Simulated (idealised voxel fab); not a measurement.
Presented below is a process module, voxel wiring stack.
The figure presents cross-section cut, which has a width of 260 nm and is divided into square cells with an edge length of 5 nm.
Think of the cross-section as a grid of square cells. We describe it in bands, top to bottom, and each band covers one or more rows of those cells.
Basically the band line says how high the top is and how high the bottom is, in nm, and then what's in it from left to right, every material with its width in nm. Empty space shows up as "air", and if a single material carries "full width" it runs the full band edge to edge.
We count height from 0. Below that, the starting wafer is all one material. The lowest band never ends at the bottom but goes on down; see "0 nm and below" for how that is written.
Graded width ("30 to 40"): value in top row of band = first number; value in bottom row = second number; row-to-row change constant.
It should be understood that the words "everything unchanged", when stated for a given step, signify that the cross-section underwent no change in any of its cells during that step.
Empty spaces counting at least 8 cells and having no open way to the top are listed in "Cavities, sealed". The notation width x height at distance is used for each, the distance being from the left edge and all three values in nm.
Past the settings on a step's line: simulator remark, on that step.
overlay nm, on a step with a mask: how far to the right of its planned place the mask lay; to the left if negative

# Steps in the process plan
1 RECEIVE, material Si
2 CONFORMAL_DEP, material SiO2, thk nm 10
3 DIRECTIONAL_DEP, material TiN, thk nm 5
4 DIRECTIONAL_DEP, material Ru, thk nm 25
5 MASKED_ETCH, tone cover, mask id METAL_1, width nm 25, pitch nm 45, etch materials Ru, depth nm 25, overlay nm 0
6 MASKED_ETCH, tone cover, mask id METAL_1, width nm 25, pitch nm 45, etch materials TiN, depth nm 5, overlay nm 0
7 FILL_DEP, material lowk, thk nm 10
8 CMP, height nm 40
9 CONFORMAL_DEP, material SiCN, thk nm 5
10 DIRECTIONAL_DEP, material lowk, thk nm 30
11 PATTERN, tone open, mask id METAL_2, material resist, width nm 25, pitch nm 45, thk nm 20, overlay nm 0
12 DIRECTIONAL_ETCH, etch materials lowk, depth nm 20
13 STRIP, etch materials resist
14 PATTERN, tone open, mask id METAL_2_HOLES, material resist, width nm 15, pitch nm 45, thk nm 15, overlay nm 0
15 DIRECTIONAL_ETCH, etch materials lowk, depth nm 10
16 DIRECTIONAL_ETCH, etch materials SiCN, depth nm 5
17 STRIP, etch materials resist
18 CONFORMAL_DEP, material TiN, thk nm 5
19 FILL_DEP, material Ru, thk nm 5
20 CMP, height nm 75
21 CONFORMAL_DEP, material SiCN, thk nm 5
22 DIRECTIONAL_DEP, material lowk, thk nm 10
23 DIRECTIONAL_DEP, material aC, thk nm 10
24 PATTERN, tone open, mask id PLUG_2, material resist, width nm 15, pitch nm 45, thk nm 30, overlay nm 0
25 DIRECTIONAL_ETCH, etch materials aC, depth nm 10
26 STRIP, etch materials resist
27 DIRECTIONAL_ETCH, etch materials lowk, depth nm 10
28 DIRECTIONAL_ETCH, etch materials SiCN, depth nm 5
29 STRIP, etch materials aC
30 EPI, material Ru, thk nm 10
31 EPI, material Ru, thk nm 5
32 DIRECTIONAL_DEP, material TiN, thk nm 5
33 DIRECTIONAL_DEP, material W, thk nm 25
34 PATTERN, tone cover, mask id METAL_3, material resist, width nm 25, pitch nm 45, thk nm 20, overlay nm 0
35 DIRECTIONAL_ETCH, etch materials W, depth nm 25
36 DIRECTIONAL_ETCH, etch materials TiN, depth nm 5
37 STRIP, etch materials resist
38 FILL_DEP, material lowk, thk nm 10
39 CMP, height nm 120
40 CONFORMAL_DEP, material SiN, thk nm 5

# So this is the incoming wafer in cross-section - it's already been through step 1
> 0 nm and below  Si full width
> Cavities, sealed: none

# First wafer of two, sectioned at end of module; run went per plan
> 125 nm to 120 nm  SiN full width
> 120 nm to 95 nm  lowk 95, then W 25, then lowk 20, then W 25, then lowk 95
> 95 nm to 90 nm  lowk 95, then TiN 25, then lowk 20, then TiN 25, then lowk 95
> 90 nm to 80 nm  lowk 95, then Ru 15, then lowk 30, then Ru 15, then lowk 105
> 80 nm to 75 nm  SiCN 95, then Ru 15, then SiCN 30, then Ru 15, then SiCN 105
> 75 nm to 60 nm  lowk 95, then TiN 5, then Ru 15, then TiN 5, then lowk 20, then TiN 5, then Ru 15, then TiN 5, then lowk 95
> 60 nm to 55 nm  lowk 95, then TiN 5, then Ru 5, then TiN 15, then lowk 20, then TiN 5, then Ru 5, then TiN 15, then lowk 95
> 55 nm to 45 nm  lowk 95, then TiN 5, then Ru 5, then TiN 5, then lowk 30, then TiN 5, then Ru 5, then TiN 5, then lowk 105
> 45 nm to 40 nm  SiCN 95, then TiN 15, then SiCN 30, then TiN 15, then SiCN 105
> 40 nm to 15 nm  lowk 95, then Ru 25, then lowk 20, then Ru 25, then lowk 95
> 15 nm to 10 nm  lowk 95, then TiN 25, then lowk 20, then TiN 25, then lowk 95
> 10 nm to 0 nm  SiO2 full width
> 0 nm and below  Si full width
> Cavities, sealed: none

# Cross-sectional view: second of two wafers, end of module; start and plan identical to the first, one mistake in running
> 125 nm to 120 nm  SiN full width
> 120 nm to 105 nm  lowk 95, then W 25, then lowk 20, then W 25, then lowk 95
> 105 nm to 100 nm  lowk 95, then TiN 25, then lowk 20, then TiN 25, then lowk 95
> 100 nm to 90 nm  lowk 85, then Ru 35, then lowk 10, then Ru 35, then lowk 95
> 90 nm to 80 nm  lowk 95, then Ru 15, then lowk 30, then Ru 15, then lowk 105
> 80 nm to 75 nm  SiCN 95, then Ru 15, then SiCN 30, then Ru 15, then SiCN 105
> 75 nm to 60 nm  lowk 95, then TiN 5, then Ru 15, then TiN 5, then lowk 20, then TiN 5, then Ru 15, then TiN 5, then lowk 95
> 60 nm to 55 nm  lowk 95, then TiN 5, then Ru 5, then TiN 15, then lowk 20, then TiN 5, then Ru 5, then TiN 15, then lowk 95
> 55 nm to 45 nm  lowk 95, then TiN 5, then Ru 5, then TiN 5, then lowk 30, then TiN 5, then Ru 5, then TiN 5, then lowk 105
> 45 nm to 40 nm  SiCN 95, then TiN 15, then SiCN 30, then TiN 15, then SiCN 105
> 40 nm to 15 nm  lowk 95, then Ru 25, then lowk 20, then Ru 25, then lowk 95
> 15 nm to 10 nm  lowk 95, then TiN 25, then lowk 20, then TiN 25, then lowk 95
> 10 nm to 0 nm  SiO2 full width
> 0 nm and below  Si full width
> Cavities, sealed: none
The plan and the run diverged here: step 30 was run twice
at the end the second wafer has, in cells: +28 Ru; -20 W; -8 lowk
